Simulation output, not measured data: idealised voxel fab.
process module | voxel fin reveal
cross-section cut | 280 nm wide | cells 5 nm
A cross-section is a grid of square cells, given in bands from the top down. A band is one or more rows of cells.
Each band's line starts with the height of the band's top and of its bottom, in nm. Then come its materials from left to right, each with its width in nm. One material with "throughout" fills the band from edge to edge. "air" is empty space.
Height 0 is the level under which the wafer as received is all one material. The lowest band goes on downwards, as in "0 down".
A width such as "30 to 40" changes by the same amount from each row of cells to the next, from the band's top row to its bottom row.
"no change" after a step means that no cell of the cross-section changed.
closed voids: empty space of 8 cells or more with no open way to the top, each as width x height at its distance from the left edge, in nm
after a step's settings: what the simulator itself notes on the step
overlay nm, on a step with a mask: how far to the right of its planned place the mask lay; to the left if negative
plan
1 op RECEIVE | material Si
2 op CONFORMAL_DEP | material SiN | thk nm 10
3 op MASKED_ETCH | tone cover | mask id FINS | width nm 15 | pitch nm 40 | etch materials SiN | depth nm 10 | overlay nm -15
4 op MASKED_ETCH | tone cover | mask id FINS | width nm 15 | pitch nm 40 | etch materials Si | depth nm 40 | overlay nm 0
5 op FILL_DEP | material SiO2 | thk nm 5
6 op CMP | height nm 10
7 op SELECTIVE_ETCH | etch materials SiO2 | depth nm 40
8 op STRIP | etch materials SiN
varied across the wafers: overlay nm of step 3. The plan shows the first wafer's value. All wafers start alike
first wafer as received, after step 1
  0 down: Si throughout
  closed voids: none
each wafer at the end: cells of each material gained (+) or lost (-) since it was received, then its closed voids
overlay nm -15 | -256 Si | +64 SiO2 | closed voids: none
overlay nm -10 | -288 Si | +72 SiO2 | closed voids: none
overlay nm -5 | -320 Si | +80 SiO2 | closed voids: none
overlay nm 0 | -352 Si | +88 SiO2 | closed voids: none
overlay nm 5 | -320 Si | +80 SiO2 | closed voids: none
overlay nm 10 | -288 Si | +72 SiO2 | closed voids: none
overlay nm 15 | -256 Si | +64 SiO2 | closed voids: none
